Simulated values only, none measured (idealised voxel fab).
The process module presented herein is designated voxel trench capacitor.
Square cells of 5 nm make up the cross-section cut, whose width is 160 nm.
This document writes a cross-section as a grid whose cells are square, and gives it as bands, listed from the top down; one or more rows of cells form a band. This entry defines a band. It first specifies the height of the band's top and the height of its bottom in nm, and then specifies the band's materials from left to right, stating each material with its width in nm. The word "all across" identifies a single material that fills the band from edge to edge, while the word "air" identifies empty space. Below 0: as-received wafer, all one material; heights counted from there. Lowest band: no bottom, goes on down, written "top 0, no bottom". A two-number width, for instance "30 to 40", indicates that the width is equal to the first number in the top row of the band and to the second number in the bottom row, and that it changes by a constant amount per row of cells. When a step is marked "no change", none of the cells in the cross-section changed during that step. Heads up: "Sealed internal cavities" only lists the empty pockets with no open path to the top that are 8 cells or more, and it writes them as width x height at distance, distance from the left edge, in nm. On each step's line, the part that comes after the settings is the simulator's own comment on the step. overlay nm: for a step with a mask, the amount by which the mask lay right of where it was planned; a negative amount means left of it.
# List of planned process steps
step 1: RECEIVE [material Si]
step 2: CONFORMAL_DEP [material SiN] [thk nm 5]
step 3: DIRECTIONAL_DEP [material aC] [thk nm 15]
step 4: PATTERN [tone open] [mask id TRENCH] [material resist] [width nm 20] [pitch nm 40] [thk nm 35] [overlay nm 0]
step 5: DIRECTIONAL_ETCH [etch materials aC] [depth nm 15]
step 6: STRIP [etch materials resist]
step 7: DIRECTIONAL_ETCH [etch materials SiN] [depth nm 5]
step 8: DIRECTIONAL_ETCH [etch materials Si] [depth nm 30]
step 9: STRIP [etch materials aC]
step 10: CONFORMAL_DEP [material SiO2] [thk nm 5]
step 11: FILL_DEP [material polySi] [thk nm 10]
step 12: CMP [height nm 5]
# The first wafer of two, processed as planned
# Cross-sectional view of the wafer in its as-received condition, corresponding to the state after step 1
    top 0, no bottom = Si all across
    Sealed internal cavities: none
# Cross-section of the wafer subsequent to step 2
    top 5, bottom 0 = SiN all across
    Anything lower than 0 is untouched.
# Cross-section of the wafer subsequent to step 3
    top 20, bottom 5 = aC all across
    Anything lower than 5 is untouched.
# Cross-section of the wafer subsequent to step 4
    top 55, bottom 20 = 30 resist, then 20 air, then 20 resist, then 20 air, then 20 resist, then 20 air, then 30 resist
    Anything lower than 20 is untouched.
# Cross-section of the wafer subsequent to step 5
    top 40, bottom 20 = 30 resist, then 20 air, then 20 resist, then 20 air, then 20 resist, then 20 air, then 30 resist
    top 20, bottom 5 = 30 aC, then 20 air, then 20 aC, then 20 air, then 20 aC, then 20 air, then 30 aC
    Anything lower than 5 is untouched.
# Cross-section of the wafer subsequent to step 6
    top 20, bottom 5 = 30 aC, then 20 air, then 20 aC, then 20 air, then 20 aC, then 20 air, then 30 aC
    Anything lower than 5 is untouched.
# Cross-section of the wafer subsequent to step 7
    top 20, bottom 5 = 30 aC, then 20 air, then 20 aC, then 20 air, then 20 aC, then 20 air, then 30 aC
    top 5, bottom 0 = 30 SiN, then 20 air, then 20 SiN, then 20 air, then 20 SiN, then 20 air, then 30 SiN
    Anything lower than 0 is untouched.
# Cross-section of the wafer subsequent to step 8
    top 20, bottom 5 = 30 aC, then 20 air, then 20 aC, then 20 air, then 20 aC, then 20 air, then 30 aC
    top 5, bottom 0 = 30 SiN, then 20 air, then 20 SiN, then 20 air, then 20 SiN, then 20 air, then 30 SiN
    top 0, bottom -30 = 30 Si, then 20 air, then 20 Si, then 20 air, then 20 Si, then 20 air, then 30 Si
    Anything lower than -30 is untouched.
# Cross-section of the wafer subsequent to step 9
    top 5, bottom 0 = 30 SiN, then 20 air, then 20 SiN, then 20 air, then 20 SiN, then 20 air, then 30 SiN
    Anything lower than 0 is untouched.
# Cross-section of the wafer subsequent to step 10
    top 10, bottom 5 = 35 SiO2, then 10 air, then 30 SiO2, then 10 air, then 30 SiO2, then 10 air, then 35 SiO2
    top 5, bottom 0 = 30 SiN, then 5 SiO2, then 10 air, then 5 SiO2, then 20 SiN, then 5 SiO2, then 10 air, then 5 SiO2, then 20 SiN, then 5 SiO2, then 10 air, then 5 SiO2, then 30 SiN
    top 0, bottom -25 = 30 Si, then 5 SiO2, then 10 air, then 5 SiO2, then 20 Si, then 5 SiO2, then 10 air, then 5 SiO2, then 20 Si, then 5 SiO2, then 10 air, then 5 SiO2, then 30 Si
    top -25, bottom -30 = 30 Si, then 20 SiO2, then 20 Si, then 20 SiO2, then 20 Si, then 20 SiO2, then 30 Si
    Anything lower than -30 is untouched.
# Cross-section of the wafer subsequent to step 11
    top 20, bottom 10 = polySi all across
    top 10, bottom 5 = 35 SiO2, then 10 polySi, then 30 SiO2, then 10 polySi, then 30 SiO2, then 10 polySi, then 35 SiO2
    top 5, bottom 0 = 30 SiN, then 5 SiO2, then 10 polySi, then 5 SiO2, then 20 SiN, then 5 SiO2, then 10 polySi, then 5 SiO2, then 20 SiN, then 5 SiO2, then 10 polySi, then 5 SiO2, then 30 SiN
    top 0, bottom -25 = 30 Si, then 5 SiO2, then 10 polySi, then 5 SiO2, then 20 Si, then 5 SiO2, then 10 polySi, then 5 SiO2, then 20 Si, then 5 SiO2, then 10 polySi, then 5 SiO2, then 30 Si
    Anything lower than -25 is untouched.
# Cross-section of the wafer subsequent to step 12
    top 5, bottom 0 = 30 SiN, then 5 SiO2, then 10 polySi, then 5 SiO2, then 20 SiN, then 5 SiO2, then 10 polySi, then 5 SiO2, then 20 SiN, then 5 SiO2, then 10 polySi, then 5 SiO2, then 30 SiN
    Anything lower than 0 is untouched.
# Second wafer, same starting state and plan as the first, one mistake in the run, identical through step 1
# Look at the second wafer in cross-section at the time step 2 ought to have finished
    top 5, bottom 0 = polySi all across
    Anything lower than 0 is untouched.
# Look at the second wafer in cross-section at the time step 3 ought to have finished
    top 20, bottom 5 = aC all across
    Anything lower than 5 is untouched.
# Look at the second wafer in cross-section at the time step 4 ought to have finished
    top 55, bottom 20 = 30 resist, then 20 air, then 20 resist, then 20 air, then 20 resist, then 20 air, then 30 resist
    Anything lower than 20 is untouched.
# Look at the second wafer in cross-section at the time step 5 ought to have finished
    top 40, bottom 20 = 30 resist, then 20 air, then 20 resist, then 20 air, then 20 resist, then 20 air, then 30 resist
    top 20, bottom 5 = 30 aC, then 20 air, then 20 aC, then 20 air, then 20 aC, then 20 air, then 30 aC
    Anything lower than 5 is untouched.
# Look at the second wafer in cross-section at the time step 6 ought to have finished
    top 20, bottom 5 = 30 aC, then 20 air, then 20 aC, then 20 air, then 20 aC, then 20 air, then 30 aC
    Anything lower than 5 is untouched.
Look at the second wafer in cross-section at the time step 7 ought to have finished: no change
# Look at the second wafer in cross-section at the time step 8 ought to have finished
    top 20, bottom 5 = 30 aC, then 20 air, then 20 aC, then 20 air, then 20 aC, then 20 air, then 30 aC
    top 5, bottom 0 = 30 polySi, then 20 air, then 20 polySi, then 20 air, then 20 polySi, then 20 air, then 30 polySi
    top 0, bottom -25 = 30 Si, then 20 air, then 20 Si, then 20 air, then 20 Si, then 20 air, then 30 Si
    Anything lower than -25 is untouched.
# Look at the second wafer in cross-section at the time step 9 ought to have finished
    top 5, bottom 0 = 30 polySi, then 20 air, then 20 polySi, then 20 air, then 20 polySi, then 20 air, then 30 polySi
    Anything lower than 0 is untouched.
# Look at the second wafer in cross-section at the time step 10 ought to have finished
    top 10, bottom 5 = 35 SiO2, then 10 air, then 30 SiO2, then 10 air, then 30 SiO2, then 10 air, then 35 SiO2
    top 5, bottom 0 = 30 polySi, then 5 SiO2, then 10 air, then 5 SiO2, then 20 polySi, then 5 SiO2, then 10 air, then 5 SiO2, then 20 polySi, then 5 SiO2, then 10 air, then 5 SiO2, then 30 polySi
    top 0, bottom -20 = 30 Si, then 5 SiO2, then 10 air, then 5 SiO2, then 20 Si, then 5 SiO2, then 10 air, then 5 SiO2, then 20 Si, then 5 SiO2, then 10 air, then 5 SiO2, then 30 Si
    top -20, bottom -25 = 30 Si, then 20 SiO2, then 20 Si, then 20 SiO2, then 20 Si, then 20 SiO2, then 30 Si
    Anything lower than -25 is untouched.
# Look at the second wafer in cross-section at the time step 11 ought to have finished
    top 20, bottom 10 = polySi all across
    top 10, bottom 5 = 35 SiO2, then 10 polySi, then 30 SiO2, then 10 polySi, then 30 SiO2, then 10 polySi, then 35 SiO2
    top 5, bottom 0 = 30 polySi, then 5 SiO2, then 10 polySi, then 5 SiO2, then 20 polySi, then 5 SiO2, then 10 polySi, then 5 SiO2, then 20 polySi, then 5 SiO2, then 10 polySi, then 5 SiO2, then 30 polySi
    top 0, bottom -20 = 30 Si, then 5 SiO2, then 10 polySi, then 5 SiO2, then 20 Si, then 5 SiO2, then 10 polySi, then 5 SiO2, then 20 Si, then 5 SiO2, then 10 polySi, then 5 SiO2, then 30 Si
    Anything lower than -20 is untouched.
# Look at the second wafer in cross-section at the time step 12 ought to have finished
    top 5, bottom 0 = 30 polySi, then 5 SiO2, then 10 polySi, then 5 SiO2, then 20 polySi, then 5 SiO2, then 10 polySi, then 5 SiO2, then 20 polySi, then 5 SiO2, then 10 polySi, then 5 SiO2, then 30 polySi
    Anything lower than 0 is untouched.
So what did we get wrong on this run? note that step 2 departed from the planned setting and was carried out as CONFORMAL_DEP [material polySi] [thk nm 5]
Cell-count delta at end, second wafer over first, by material: Si +12; SiN -20; SiO2 -6; polySi +14
